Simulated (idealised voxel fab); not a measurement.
The name of this process module is voxel gate over fins.
300 nm wide, 5 nm square cells: that's cross-section cut.
For the purposes of this document, a cross-section shall be understood as a grid of square cells, specified as bands listed in top-to-bottom order, each band consisting of one or more rows of cells. Band entry format. Leading values: height of top, height of bottom, nm. Remainder: materials in left-to-right order, each with its width in nm. Special words: "full width" on a single material, which then fills the band edge to edge; "air", empty space. Measure heights from 0. That's the level where, below it, the as-received wafer is all one material. The lowest band is bottomless and extends downward; write it as in "0..down". Width spec "30 to 40" -> top row of cells at first value, bottom row at second value, equal per-row change in between. Any step labelled "no alteration" changed none of the cells in the cross-section. If an empty space has no open way to the top and is at least 8 cells in size, "Enclosed voids" lists it, written width x height at distance, where distance is measured from the left edge and every value is in nm. Heads up: the bit after the settings on a step's line is the simulator's remark on that step. You can add "overlay nm" to a step's line. For a step with a mask, it describes how far the mask lay to the right of its planned position, and a negative number describes a lay to the left. Pairs from here to the end. Each: cross-section before one process step, cross-section after it, the latter only as far down as the lowest band that changed. Under each: the step between, and its settings. Mind that the pairs may be taken from different runs of this module on the same starting wafer; whether a pair continues from the pair above depends on its entry headed "Incoming structure", and it does only where that entry says so.

Incoming structure:
    0..down = Si full width
    Enclosed voids: none

Post-Step Appearance:
    5..0 = SiN full width
    Everything under 0 stays put, no change at all.
    Enclosed voids: none
Can you say which step sits between the two cross-sections above? CONFORMAL_DEP | material SiN | thk nm 5

Incoming structure: Reference is made to the cross-section shown after the step in the pair directly above, which represents the state prior to this step.

Post-Step Appearance:
    5..0 = 100 of air / 15 of SiN / 25 of air / 15 of SiN / 25 of air / 15 of SiN / 105 of air
    Everything under 0 stays put, no change at all.
    Enclosed voids: none
Can you say which step sits between the two cross-sections above? MASKED_ETCH | tone cover | mask id FINS | width nm 15 | pitch nm 40 | etch materials SiN | depth nm 5 | overlay nm 0

Incoming structure: Reference is made to the cross-section shown after the step in the pair directly above, which represents the state prior to this step.

Post-Step Appearance:
    5..0 = 100 of air / 15 of SiN / 25 of air / 15 of SiN / 25 of air / 15 of SiN / 105 of air
    0..-40 = 100 of air / 15 of Si / 25 of air / 15 of Si / 25 of air / 15 of Si / 105 of air
    Everything under -40 stays put, no change at all.
    Enclosed voids: none
Can you say which step sits between the two cross-sections above? MASKED_ETCH | tone cover | mask id FINS | width nm 15 | pitch nm 40 | etch materials Si | depth nm 40 | overlay nm 0

Incoming structure: Reference is made to the cross-section shown after the step in the pair directly above, which represents the state prior to this step.

Post-Step Appearance:
    5..0 = 100 of air / 15 of SiN / 25 of air / 15 of SiN / 25 of air / 15 of SiN / 105 of air
    0..-40 = 100 of air / 5 of SiO2 / 5 of Si / 5 of SiO2 / 25 of air / 5 of SiO2 / 5 of Si / 5 of SiO2 / 25 of air / 5 of SiO2 / 5 of Si / 5 of SiO2 / 105 of air
    -40..-45 = 105 of SiO2 / 5 of Si / 35 of SiO2 / 5 of Si / 35 of SiO2 / 5 of Si / 110 of SiO2
    Everything under -45 stays put, no change at all.
    Enclosed voids: none
Can you say which step sits between the two cross-sections above? OXIDIZE | depth nm 5

Incoming structure: Reference is made to the cross-section shown after the step in the pair directly above, which represents the state prior to this step.

Post-Step Appearance:
    20..5 = SiO2 full width
    5..0 = 100 of SiO2 / 15 of SiN / 25 of SiO2 / 15 of SiN / 25 of SiO2 / 15 of SiN / 105 of SiO2
    0..-45 = 105 of SiO2 / 5 of Si / 35 of SiO2 / 5 of Si / 35 of SiO2 / 5 of Si / 110 of SiO2
    Everything under -45 stays put, no change at all.
    Enclosed voids: none
Can you say which step sits between the two cross-sections above? FILL_DEP | material SiO2 | thk nm 15

Incoming structure: Reference is made to the cross-section shown after the step in the pair directly above, which represents the state prior to this step.

Post-Step Appearance:
    5..0 = 100 of SiO2 / 15 of SiN / 25 of SiO2 / 15 of SiN / 25 of SiO2 / 15 of SiN / 105 of SiO2
    Everything under 0 stays put, no change at all.
    Enclosed voids: none
Can you say which step sits between the two cross-sections above? CMP | height nm 5

Incoming structure: Reference is made to the cross-section shown after the step in the pair directly above, which represents the state prior to this step.

Post-Step Appearance:
    5..0 = 100 of air / 15 of SiN / 25 of air / 15 of SiN / 25 of air / 15 of SiN / 105 of air
    0..-15 = 105 of air / 5 of Si / 35 of air / 5 of Si / 35 of air / 5 of Si / 110 of air
    Everything under -15 stays put, no change at all.
    Enclosed voids: none
Can you say which step sits between the two cross-sections above? SELECTIVE_ETCH | etch materials SiO2 | depth nm 20

Incoming structure: Reference is made to the cross-section shown after the step in the pair directly above, which represents the state prior to this step.

Post-Step Appearance:
    0..-15 = 105 of air / 5 of Si / 35 of air / 5 of Si / 35 of air / 5 of Si / 110 of air
    Everything under -15 stays put, no change at all.
    Enclosed voids: none
Can you say which step sits between the two cross-sections above? STRIP | etch materials SiN

Incoming structure: Reference is made to the cross-section shown after the step in the pair directly above, which represents the state prior to this step.

Post-Step Appearance:
    5..0 = 100 of air / 15 of HfO2 / 25 of air / 15 of HfO2 / 25 of air / 15 of HfO2 / 105 of air
    0..-10 = 100 of air / 5 of HfO2 / 5 of Si / 5 of HfO2 / 25 of air / 5 of HfO2 / 5 of Si / 5 of HfO2 / 25 of air / 5 of HfO2 / 5 of Si / 5 of HfO2 / 105 of air
    -10..-15 = 105 of HfO2 / 5 of Si / 35 of HfO2 / 5 of Si / 35 of HfO2 / 5 of Si / 110 of HfO2
    Everything under -15 stays put, no change at all.
    Enclosed voids: none
Can you say which step sits between the two cross-sections above? CONFORMAL_DEP | material HfO2 | thk nm 5

Incoming structure: Reference is made to the cross-section shown after the step in the pair directly above, which represents the state prior to this step.

Post-Step Appearance:
    10..5 = 95 of air / 25 of TiN / 15 of air / 25 of TiN / 15 of air / 25 of TiN / 100 of air
    5..0 = 95 of air / 5 of TiN / 15 of HfO2 / 5 of TiN / 15 of air / 5 of TiN / 15 of HfO2 / 5 of TiN / 15 of air / 5 of TiN / 15 of HfO2 / 5 of TiN / 100 of air
    0..-5 = 95 of air / 5 of TiN / 5 of HfO2 / 5 of Si / 5 of HfO2 / 5 of TiN / 15 of air / 5 of TiN / 5 of HfO2 / 5 of Si / 5 of HfO2 / 5 of TiN / 15 of air / 5 of TiN / 5 of HfO2 / 5 of Si / 5 of HfO2 / 5 of TiN / 100 of air
    -5..-10 = 100 of TiN / 5 of HfO2 / 5 of Si / 5 of HfO2 / 25 of TiN / 5 of HfO2 / 5 of Si / 5 of HfO2 / 25 of TiN / 5 of HfO2 / 5 of Si / 5 of HfO2 / 105 of TiN
    Everything under -10 stays put, no change at all.
    Enclosed voids: none
Can you say which step sits between the two cross-sections above? CONFORMAL_DEP | material TiN | thk nm 5

Incoming structure: Reference is made to the cross-section shown after the step in the pair directly above, which represents the state prior to this step.

Post-Step Appearance:
    25..10 = W full width
    10..5 = 95 of W / 25 of TiN / 15 of W / 25 of TiN / 15 of W / 25 of TiN / 100 of W
    5..0 = 95 of W / 5 of TiN / 15 of HfO2 / 5 of TiN / 15 of W / 5 of TiN / 15 of HfO2 / 5 of TiN / 15 of W / 5 of TiN / 15 of HfO2 / 5 of TiN / 100 of W
    0..-5 = 95 of W / 5 of TiN / 5 of HfO2 / 5 of Si / 5 of HfO2 / 5 of TiN / 15 of W / 5 of TiN / 5 of HfO2 / 5 of Si / 5 of HfO2 / 5 of TiN / 15 of W / 5 of TiN / 5 of HfO2 / 5 of Si / 5 of HfO2 / 5 of TiN / 100 of W
    Everything under -5 stays put, no change at all.
    Enclosed voids: none
Can you say which step sits between the two cross-sections above? FILL_DEP | material W | thk nm 15

Incoming structure: Reference is made to the cross-section shown after the step in the pair directly above, which represents the state prior to this step.

Post-Step Appearance:
    20..10 = W full width
    Everything under 10 stays put, no change at all.
    Enclosed voids: none
Can you say which step sits between the two cross-sections above? CMP | height nm 20

Incoming structure: Reference is made to the cross-section shown after the step in the pair directly above, which represents the state prior to this step.

Post-Step Appearance:
    25..20 = SiN full width
    Everything under 20 stays put, no change at all.
    Enclosed voids: none
Can you say which step sits between the two cross-sections above? CONFORMAL_DEP | material SiN | thk nm 5

Incoming structure:
    0..down = Si full width
    Enclosed voids: none

Post-Step Appearance:
    0..-40 = 100 of air / 15 of Si / 25 of air / 15 of Si / 25 of air / 15 of Si / 105 of air
    Everything under -40 stays put, no change at all.
    Enclosed voids: none
Can you say which step sits between the two cross-sections above? MASKED_ETCH | tone cover | mask id FINS | width nm 15 | pitch nm 40 | etch materials Si | depth nm 40 | overlay nm 0

Incoming structure: Reference is made to the cross-section shown after the step in the pair directly above, which represents the state prior to this step.

Post-Step Appearance:
    0..-5 = 100 of air / 15 of SiO2 / 25 of air / 15 of SiO2 / 25 of air / 15 of SiO2 / 105 of air
    -5..-40 = 100 of air / 5 of SiO2 / 5 of Si / 5 of SiO2 / 25 of air / 5 of SiO2 / 5 of Si / 5 of SiO2 / 25 of air / 5 of SiO2 / 5 of Si / 5 of SiO2 / 105 of air
    -40..-45 = 105 of SiO2 / 5 of Si / 35 of SiO2 / 5 of Si / 35 of SiO2 / 5 of Si / 110 of SiO2
    Everything under -45 stays put, no change at all.
    Enclosed voids: none
Can you say which step sits between the two cross-sections above? OXIDIZE | depth nm 5

Incoming structure: Reference is made to the cross-section shown after the step in the pair directly above, which represents the state prior to this step.

Post-Step Appearance:
    15..-5 = SiO2 full width
    -5..-45 = 105 of SiO2 / 5 of Si / 35 of SiO2 / 5 of Si / 35 of SiO2 / 5 of Si / 110 of SiO2
    Everything under -45 stays put, no change at all.
    Enclosed voids: none
Can you say which step sits between the two cross-sections above? FILL_DEP | material SiO2 | thk nm 15

Incoming structure: Reference is made to the cross-section shown after the step in the pair directly above, which represents the state prior to this step.

Post-Step Appearance:
    5..-5 = SiO2 full width
    Everything under -5 stays put, no change at all.
    Enclosed voids: none
Can you say which step sits between the two cross-sections above? CMP | height nm 5

Incoming structure: Reference is made to the cross-section shown after the step in the pair directly above, which represents the state prior to this step.

Post-Step Appearance:
    -5..-15 = 105 of air / 5 of Si / 35 of air / 5 of Si / 35 of air / 5 of Si / 110 of air
    Everything under -15 stays put, no change at all.
    Enclosed voids: none
Can you say which step sits between the two cross-sections above? SELECTIVE_ETCH | etch materials SiO2 | depth nm 20

Incoming structure: Reference is made to the cross-section shown after the step in the pair directly above, which represents the state prior to this step.

Post-Step Appearance:
    0..-5 = 100 of air / 15 of HfO2 / 25 of air / 15 of HfO2 / 25 of air / 15 of HfO2 / 105 of air
    -5..-10 = 100 of air / 5 of HfO2 / 5 of Si / 5 of HfO2 / 25 of air / 5 of HfO2 / 5 of Si / 5 of HfO2 / 25 of air / 5 of HfO2 / 5 of Si / 5 of HfO2 / 105 of air
    -10..-15 = 105 of HfO2 / 5 of Si / 35 of HfO2 / 5 of Si / 35 of HfO2 / 5 of Si / 110 of HfO2
    Everything under -15 stays put, no change at all.
    Enclosed voids: none
Can you say which step sits between the two cross-sections above? CONFORMAL_DEP | material HfO2 | thk nm 5

Incoming structure: Reference is made to the cross-section shown after the step in the pair directly above, which represents the state prior to this step.

Post-Step Appearance:
    5..0 = 95 of air / 25 of TiN / 15 of air / 25 of TiN / 15 of air / 25 of TiN / 100 of air
    0..-5 = 95 of air / 5 of TiN / 15 of HfO2 / 5 of TiN / 15 of air / 5 of TiN / 15 of HfO2 / 5 of TiN / 15 of air / 5 of TiN / 15 of HfO2 / 5 of TiN / 100 of air
    -5..-10 = 100 of TiN / 5 of HfO2 / 5 of Si / 5 of HfO2 / 25 of TiN / 5 of HfO2 / 5 of Si / 5 of HfO2 / 25 of TiN / 5 of HfO2 / 5 of Si / 5 of HfO2 / 105 of TiN
    Everything under -10 stays put, no change at all.
    Enclosed voids: none
Can you say which step sits between the two cross-sections above? CONFORMAL_DEP | material TiN | thk nm 5

Incoming structure: Reference is made to the cross-section shown after the step in the pair directly above, which represents the state prior to this step.

Post-Step Appearance:
    20..5 = W full width
    5..0 = 95 of W / 25 of TiN / 15 of W / 25 of TiN / 15 of W / 25 of TiN / 100 of W
    0..-5 = 95 of W / 5 of TiN / 15 of HfO2 / 5 of TiN / 15 of W / 5 of TiN / 15 of HfO2 / 5 of TiN / 15 of W / 5 of TiN / 15 of HfO2 / 5 of TiN / 100 of W
    Everything under -5 stays put, no change at all.
    Enclosed voids: none
Can you say which step sits between the two cross-sections above? FILL_DEP | material W | thk nm 15

Incoming structure: Reference is made to the cross-section shown after the step in the pair directly above, which represents the state prior to this step.

Post-Step Appearance:
    25..20 = SiN full width
    Everything under 20 stays put, no change at all.
    Enclosed voids: none
Can you say which step sits between the two cross-sections above? CONFORMAL_DEP | material SiN | thk nm 5

Incoming structure:
    5..0 = 100 of air / 15 of SiN / 25 of air / 15 of SiN / 25 of air / 15 of SiN / 105 of air
    0..-15 = 105 of air / 5 of Si / 35 of air / 5 of Si / 35 of air / 5 of Si / 110 of air
    -15..-45 = 105 of SiO2 / 5 of Si / 35 of SiO2 / 5 of Si / 35 of SiO2 / 5 of Si / 110 of SiO2
    -45..down = Si full width
    Enclosed voids: none

Post-Step Appearance:
    5..0 = 100 of air / 15 of SiN / 25 of air / 15 of SiN / 25 of air / 15 of SiN / 105 of air
    0..-35 = 105 of air / 5 of Si / 35 of air / 5 of Si / 35 of air / 5 of Si / 110 of air
    Everything under -35 stays put, no change at all.
    Enclosed voids: none
Can you say which step sits between the two cross-sections above? SELECTIVE_ETCH | etch materials SiO2 | depth nm 20

Incoming structure: Reference is made to the cross-section shown after the step in the pair directly above, which represents the state prior to this step.

Post-Step Appearance:
    0..-35 = 105 of air / 5 of Si / 35 of air / 5 of Si / 35 of air / 5 of Si / 110 of air
    Everything under -35 stays put, no change at all.
    Enclosed voids: none
Can you say which step sits between the two cross-sections above? STRIP | etch materials SiN

Incoming structure: Reference is made to the cross-section shown after the step in the pair directly above, which represents the state prior to this step.

Post-Step Appearance:
    5..0 = 100 of air / 15 of HfO2 / 25 of air / 15 of HfO2 / 25 of air / 15 of HfO2 / 105 of air
    0..-30 = 100 of air / 5 of HfO2 / 5 of Si / 5 of HfO2 / 25 of air / 5 of HfO2 / 5 of Si / 5 of HfO2 / 25 of air / 5 of HfO2 / 5 of Si / 5 of HfO2 / 105 of air
    -30..-35 = 105 of HfO2 / 5 of Si / 35 of HfO2 / 5 of Si / 35 of HfO2 / 5 of Si / 110 of HfO2
    Everything under -35 stays put, no change at all.
    Enclosed voids: none
Can you say which step sits between the two cross-sections above? CONFORMAL_DEP | material HfO2 | thk nm 5

Incoming structure: Reference is made to the cross-section shown after the step in the pair directly above, which represents the state prior to this step.

Post-Step Appearance:
    10..5 = 95 of air / 25 of TiN / 15 of air / 25 of TiN / 15 of air / 25 of TiN / 100 of air
    5..0 = 95 of air / 5 of TiN / 15 of HfO2 / 5 of TiN / 15 of air / 5 of TiN / 15 of HfO2 / 5 of TiN / 15 of air / 5 of TiN / 15 of HfO2 / 5 of TiN / 100 of air
    0..-25 = 95 of air / 5 of TiN / 5 of HfO2 / 5 of Si / 5 of HfO2 / 5 of TiN / 15 of air / 5 of TiN / 5 of HfO2 / 5 of Si / 5 of HfO2 / 5 of TiN / 15 of air / 5 of TiN / 5 of HfO2 / 5 of Si / 5 of HfO2 / 5 of TiN / 100 of air
    -25..-30 = 100 of TiN / 5 of HfO2 / 5 of Si / 5 of HfO2 / 25 of TiN / 5 of HfO2 / 5 of Si / 5 of HfO2 / 25 of TiN / 5 of HfO2 / 5 of Si / 5 of HfO2 / 105 of TiN
    Everything under -30 stays put, no change at all.
    Enclosed voids: none
Can you say which step sits between the two cross-sections above? CONFORMAL_DEP | material TiN | thk nm 5

Incoming structure: Reference is made to the cross-section shown after the step in the pair directly above, which represents the state prior to this step.

Post-Step Appearance:
    25..10 = W full width
    10..5 = 95 of W / 25 of TiN / 15 of W / 25 of TiN / 15 of W / 25 of TiN / 100 of W
    5..0 = 95 of W / 5 of TiN / 15 of HfO2 / 5 of TiN / 15 of W / 5 of TiN / 15 of HfO2 / 5 of TiN / 15 of W / 5 of TiN / 15 of HfO2 / 5 of TiN / 100 of W
    0..-25 = 95 of W / 5 of TiN / 5 of HfO2 / 5 of Si / 5 of HfO2 / 5 of TiN / 15 of W / 5 of TiN / 5 of HfO2 / 5 of Si / 5 of HfO2 / 5 of TiN / 15 of W / 5 of TiN / 5 of HfO2 / 5 of Si / 5 of HfO2 / 5 of TiN / 100 of W
    Everything under -25 stays put, no change at all.
    Enclosed voids: none
Can you say which step sits between the two cross-sections above? FILL_DEP | material W | thk nm 15

Incoming structure: Reference is made to the cross-section shown after the step in the pair directly above, which represents the state prior to this step.

Post-Step Appearance:
    20..10 = W full width
    Everything under 10 stays put, no change at all.
    Enclosed voids: none
Can you say which step sits between the two cross-sections above? CMP | height nm 20

Incoming structure: Reference is made to the cross-section shown after the step in the pair directly above, which represents the state prior to this step.

Post-Step Appearance:
    25..20 = SiN full width
    Everything under 20 stays put, no change at all.
    Enclosed voids: none
Can you say which step sits between the two cross-sections above? CONFORMAL_DEP | material SiN | thk nm 5

Incoming structure:
    5..0 = 100 of SiO2 / 15 of SiN / 25 of SiO2 / 15 of SiN / 25 of SiO2 / 15 of SiN / 105 of SiO2
    0..-45 = 105 of SiO2 / 5 of Si / 35 of SiO2 / 5 of Si / 35 of SiO2 / 5 of Si / 110 of SiO2
    -45..down = Si full width
    Enclosed voids: none

Post-Step Appearance:
    5..0 = 100 of SiO2 / 15 of air / 25 of SiO2 / 15 of air / 25 of SiO2 / 15 of air / 105 of SiO2
    Everything under 0 stays put, no change at all.
    Enclosed voids: none
Can you say which step sits between the two cross-sections above? STRIP | etch materials SiN

Incoming structure: Reference is made to the cross-section shown after the step in the pair directly above, which represents the state prior to this step.

Post-Step Appearance:
    0..-15 = 105 of air / 5 of Si / 35 of air / 5 of Si / 35 of air / 5 of Si / 110 of air
    -15..-20 = 80 of SiO2 / 25 of air / 5 of Si / 35 of air / 5 of Si / 35 of air / 5 of Si / 25 of air / 85 of SiO2
    Everything under -20 stays put, no change at all.
    Enclosed voids: none
Can you say which step sits between the two cross-sections above? SELECTIVE_ETCH | etch materials SiO2 | depth nm 20

Incoming structure: Reference is made to the cross-section shown after the step in the pair directly above, which represents the state prior to this step.

Post-Step Appearance:
    5..0 = 100 of air / 15 of HfO2 / 25 of air / 15 of HfO2 / 25 of air / 15 of HfO2 / 105 of air
    0..-10 = 100 of air / 5 of HfO2 / 5 of Si / 5 of HfO2 / 25 of air / 5 of HfO2 / 5 of Si / 5 of HfO2 / 25 of air / 5 of HfO2 / 5 of Si / 5 of HfO2 / 105 of air
    -10..-15 = 85 of HfO2 / 15 of air / 5 of HfO2 / 5 of Si / 5 of HfO2 / 25 of air / 5 of HfO2 / 5 of Si / 5 of HfO2 / 25 of air / 5 of HfO2 / 5 of Si / 5 of HfO2 / 15 of air / 90 of HfO2
    -15..-20 = 80 of SiO2 / 25 of HfO2 / 5 of Si / 35 of HfO2 / 5 of Si / 35 of HfO2 / 5 of Si / 25 of HfO2 / 85 of SiO2
    Everything under -20 stays put, no change at all.
    Enclosed voids: none
Can you say which step sits between the two cross-sections above? CONFORMAL_DEP | material HfO2 | thk nm 5

Incoming structure: Reference is made to the cross-section shown after the step in the pair directly above, which represents the state prior to this step.

Post-Step Appearance:
    10..5 = 95 of air / 25 of TiN / 15 of air / 25 of TiN / 15 of air / 25 of TiN / 100 of air
    5..0 = 95 of air / 5 of TiN / 15 of HfO2 / 5 of TiN / 15 of air / 5 of TiN / 15 of HfO2 / 5 of TiN / 15 of air / 5 of TiN / 15 of HfO2 / 5 of TiN / 100 of air
    0..-5 = 95 of air / 5 of TiN / 5 of HfO2 / 5 of Si / 5 of HfO2 / 5 of TiN / 15 of air / 5 of TiN / 5 of HfO2 / 5 of Si / 5 of HfO2 / 5 of TiN / 15 of air / 5 of TiN / 5 of HfO2 / 5 of Si / 5 of HfO2 / 5 of TiN / 100 of air
    -5..-10 = 90 of TiN / 5 of air / 5 of TiN / 5 of HfO2 / 5 of Si / 5 of HfO2 / 5 of TiN / 15 of air / 5 of TiN / 5 of HfO2 / 5 of Si / 5 of HfO2 / 5 of TiN / 15 of air / 5 of TiN / 5 of HfO2 / 5 of Si / 5 of HfO2 / 5 of TiN / 5 of air / 95 of TiN
    -10..-15 = 85 of HfO2 / 15 of TiN / 5 of HfO2 / 5 of Si / 5 of HfO2 / 25 of TiN / 5 of HfO2 / 5 of Si / 5 of HfO2 / 25 of TiN / 5 of HfO2 / 5 of Si / 5 of HfO2 / 15 of TiN / 90 of HfO2
    Everything under -15 stays put, no change at all.
    Enclosed voids: none
Can you say which step sits between the two cross-sections above? CONFORMAL_DEP | material TiN | thk nm 5

Incoming structure: Reference is made to the cross-section shown after the step in the pair directly above, which represents the state prior to this step.

Post-Step Appearance:
    25..10 = W full width
    10..5 = 95 of W / 25 of TiN / 15 of W / 25 of TiN / 15 of W / 25 of TiN / 100 of W
    5..0 = 95 of W / 5 of TiN / 15 of HfO2 / 5 of TiN / 15 of W / 5 of TiN / 15 of HfO2 / 5 of TiN / 15 of W / 5 of TiN / 15 of HfO2 / 5 of TiN / 100 of W
    0..-5 = 95 of W / 5 of TiN / 5 of HfO2 / 5 of Si / 5 of HfO2 / 5 of TiN / 15 of W / 5 of TiN / 5 of HfO2 / 5 of Si / 5 of HfO2 / 5 of TiN / 15 of W / 5 of TiN / 5 of HfO2 / 5 of Si / 5 of HfO2 / 5 of TiN / 100 of W
    -5..-10 = 90 of TiN / 5 of W / 5 of TiN / 5 of HfO2 / 5 of Si / 5 of HfO2 / 5 of TiN / 15 of W / 5 of TiN / 5 of HfO2 / 5 of Si / 5 of HfO2 / 5 of TiN / 15 of W / 5 of TiN / 5 of HfO2 / 5 of Si / 5 of HfO2 / 5 of TiN / 5 of W / 95 of TiN
    Everything under -10 stays put, no change at all.
    Enclosed voids: none
Can you say which step sits between the two cross-sections above? FILL_DEP | material W | thk nm 15

Incoming structure: Reference is made to the cross-section shown after the step in the pair directly above, which represents the state prior to this step.

Post-Step Appearance:
    20..10 = W full width
    Everything under 10 stays put, no change at all.
    Enclosed voids: none
Can you say which step sits between the two cross-sections above? CMP | height nm 20

Incoming structure: Reference is made to the cross-section shown after the step in the pair directly above, which represents the state prior to this step.

Post-Step Appearance:
    25..20 = SiN full width
    Everything under 20 stays put, no change at all.
    Enclosed voids: none
Can you say which step sits between the two cross-sections above? CONFORMAL_DEP | material SiN | thk nm 5

Incoming structure:
    5..0 = 100 of air / 15 of SiN / 25 of air / 15 of SiN / 25 of air / 15 of SiN / 105 of air
    0..down = Si full width
    Enclosed voids: none

Post-Step Appearance:
    5..0 = 100 of air / 15 of SiN / 25 of air / 15 of SiN / 25 of air / 15 of SiN / 105 of air
    0..-45 = 100 of air / 15 of Si / 25 of air / 15 of Si / 25 of air / 15 of Si / 105 of air
    Everything under -45 stays put, no change at all.
    Enclosed voids: none
Can you say which step sits between the two cross-sections above? MASKED_ETCH | tone cover | mask id FINS | width nm 15 | pitch nm 40 | etch materials Si | depth nm 45 | overlay nm 0

Incoming structure: Reference is made to the cross-section shown after the step in the pair directly above, which represents the state prior to this step.

Post-Step Appearance:
    5..0 = 100 of air / 15 of SiN / 25 of air / 15 of SiN / 25 of air / 15 of SiN / 105 of air
    0..-45 = 100 of air / 5 of SiO2 / 5 of Si / 5 of SiO2 / 25 of air / 5 of SiO2 / 5 of Si / 5 of SiO2 / 25 of air / 5 of SiO2 / 5 of Si / 5 of SiO2 / 105 of air
    -45..-50 = 105 of SiO2 / 5 of Si / 35 of SiO2 / 5 of Si / 35 of SiO2 / 5 of Si / 110 of SiO2
    Everything under -50 stays put, no change at all.
    Enclosed voids: none
Can you say which step sits between the two cross-sections above? OXIDIZE | depth nm 5

Incoming structure: Reference is made to the cross-section shown after the step in the pair directly above, which represents the state prior to this step.

Post-Step Appearance:
    20..5 = SiO2 full width
    5..0 = 100 of SiO2 / 15 of SiN / 25 of SiO2 / 15 of SiN / 25 of SiO2 / 15 of SiN / 105 of SiO2
    0..-50 = 105 of SiO2 / 5 of Si / 35 of SiO2 / 5 of Si / 35 of SiO2 / 5 of Si / 110 of SiO2
    Everything under -50 stays put, no change at all.
    Enclosed voids: none
Can you say which step sits between the two cross-sections above? FILL_DEP | material SiO2 | thk nm 15

Incoming structure: Reference is made to the cross-section shown after the step in the pair directly above, which represents the state prior to this step.

Post-Step Appearance:
    5..0 = 100 of SiO2 / 15 of SiN / 25 of SiO2 / 15 of SiN / 25 of SiO2 / 15 of SiN / 105 of SiO2
    Everything under 0 stays put, no change at all.
    Enclosed voids: none
Can you say which step sits between the two cross-sections above? CMP | height nm 5

Incoming structure: Reference is made to the cross-section shown after the step in the pair directly above, which represents the state prior to this step.

Post-Step Appearance:
    5..0 = 100 of air / 15 of SiN / 25 of air / 15 of SiN / 25 of air / 15 of SiN / 105 of air
    0..-15 = 105 of air / 5 of Si / 35 of air / 5 of Si / 35 of air / 5 of Si / 110 of air
    Everything under -15 stays put, no change at all.
    Enclosed voids: none
Can you say which step sits between the two cross-sections above? SELECTIVE_ETCH | etch materials SiO2 | depth nm 20

Incoming structure: Reference is made to the cross-section shown after the step in the pair directly above, which represents the state prior to this step.

Post-Step Appearance:
    0..-15 = 105 of air / 5 of Si / 35 of air / 5 of Si / 35 of air / 5 of Si / 110 of air
    Everything under -15 stays put, no change at all.
    Enclosed voids: none
Can you say which step sits between the two cross-sections above? STRIP | etch materials SiN

Incoming structure: Reference is made to the cross-section shown after the step in the pair directly above, which represents the state prior to this step.

Post-Step Appearance:
    5..0 = 100 of air / 15 of HfO2 / 25 of air / 15 of HfO2 / 25 of air / 15 of HfO2 / 105 of air
    0..-10 = 100 of air / 5 of HfO2 / 5 of Si / 5 of HfO2 / 25 of air / 5 of HfO2 / 5 of Si / 5 of HfO2 / 25 of air / 5 of HfO2 / 5 of Si / 5 of HfO2 / 105 of air
    -10..-15 = 105 of HfO2 / 5 of Si / 35 of HfO2 / 5 of Si / 35 of HfO2 / 5 of Si / 110 of HfO2
    Everything under -15 stays put, no change at all.
    Enclosed voids: none
Can you say which step sits between the two cross-sections above? CONFORMAL_DEP | material HfO2 | thk nm 5

Incoming structure: Reference is made to the cross-section shown after the step in the pair directly above, which represents the state prior to this step.

Post-Step Appearance:
    10..5 = 95 of air / 25 of TiN / 15 of air / 25 of TiN / 15 of air / 25 of TiN / 100 of air
    5..0 = 95 of air / 5 of TiN / 15 of HfO2 / 5 of TiN / 15 of air / 5 of TiN / 15 of HfO2 / 5 of TiN / 15 of air / 5 of TiN / 15 of HfO2 / 5 of TiN / 100 of air
    0..-5 = 95 of air / 5 of TiN / 5 of HfO2 / 5 of Si / 5 of HfO2 / 5 of TiN / 15 of air / 5 of TiN / 5 of HfO2 / 5 of Si / 5 of HfO2 / 5 of TiN / 15 of air / 5 of TiN / 5 of HfO2 / 5 of Si / 5 of HfO2 / 5 of TiN / 100 of air
    -5..-10 = 100 of TiN / 5 of HfO2 / 5 of Si / 5 of HfO2 / 25 of TiN / 5 of HfO2 / 5 of Si / 5 of HfO2 / 25 of TiN / 5 of HfO2 / 5 of Si / 5 of HfO2 / 105 of TiN
    Everything under -10 stays put, no change at all.
    Enclosed voids: none
Can you say which step sits between the two cross-sections above? CONFORMAL_DEP | material TiN | thk nm 5

Incoming structure: Reference is made to the cross-section shown after the step in the pair directly above, which represents the state prior to this step.

Post-Step Appearance:
    25..10 = W full width
    10..5 = 95 of W / 25 of TiN / 15 of W / 25 of TiN / 15 of W / 25 of TiN / 100 of W
    5..0 = 95 of W / 5 of TiN / 15 of HfO2 / 5 of TiN / 15 of W / 5 of TiN / 15 of HfO2 / 5 of TiN / 15 of W / 5 of TiN / 15 of HfO2 / 5 of TiN / 100 of W
    0..-5 = 95 of W / 5 of TiN / 5 of HfO2 / 5 of Si / 5 of HfO2 / 5 of TiN / 15 of W / 5 of TiN / 5 of HfO2 / 5 of Si / 5 of HfO2 / 5 of TiN / 15 of W / 5 of TiN / 5 of HfO2 / 5 of Si / 5 of HfO2 / 5 of TiN / 100 of W
    Everything under -5 stays put, no change at all.
    Enclosed voids: none
Can you say which step sits between the two cross-sections above? FILL_DEP | material W | thk nm 15

Incoming structure: Reference is made to the cross-section shown after the step in the pair directly above, which represents the state prior to this step.

Post-Step Appearance:
    20..10 = W full width
    Everything under 10 stays put, no change at all.
    Enclosed voids: none
Can you say which step sits between the two cross-sections above? CMP | height nm 20

Incoming structure: Reference is made to the cross-section shown after the step in the pair directly above, which represents the state prior to this step.

Post-Step Appearance:
    25..20 = SiN full width
    Everything under 20 stays put, no change at all.
    Enclosed voids: none
Can you say which step sits between the two cross-sections above? CONFORMAL_DEP | material SiN | thk nm 5

Incoming structure:
    5..0 = SiN full width
    0..down = Si full width
    Enclosed voids: none

Post-Step Appearance:
    5..0 = 100 of air / 20 of SiN / 20 of air / 20 of SiN / 20 of air / 20 of SiN / 100 of air
    Everything under 0 stays put, no change at all.
    Enclosed voids: none
Can you say which step sits between the two cross-sections above? MASKED_ETCH | tone cover | mask id FINS | width nm 20 | pitch nm 40 | etch materials SiN | depth nm 5 | overlay nm 0

Incoming structure: Reference is made to the cross-section shown after the step in the pair directly above, which represents the state prior to this step.

Post-Step Appearance:
    5..0 = 100 of air / 20 of SiN / 20 of air / 20 of SiN / 20 of air / 20 of SiN / 100 of air
    0..-40 = 100 of air / 20 of Si / 20 of air / 20 of Si / 20 of air / 20 of Si / 100 of air
    Everything under -40 stays put, no change at all.
    Enclosed voids: none
Can you say which step sits between the two cross-sections above? MASKED_ETCH | tone cover | mask id FINS | width nm 15 | pitch nm 40 | etch materials Si | depth nm 40 | overlay nm 0

Incoming structure: Reference is made to the cross-section shown after the step in the pair directly above, which represents the state prior to this step.

Post-Step Appearance:
    5..0 = 100 of air / 20 of SiN / 20 of air / 20 of SiN / 20 of air / 20 of SiN / 100 of air
    0..-40 = 100 of air / 5 of SiO2 / 10 of Si / 5 of SiO2 / 20 of air / 5 of SiO2 / 10 of Si / 5 of SiO2 / 20 of air / 5 of SiO2 / 10 of Si / 5 of SiO2 / 100 of air
    -40..-45 = 105 of SiO2 / 10 of Si / 30 of SiO2 / 10 of Si / 30 of SiO2 / 10 of Si / 105 of SiO2
    Everything under -45 stays put, no change at all.
    Enclosed voids: none
Can you say which step sits between the two cross-sections above? OXIDIZE | depth nm 5
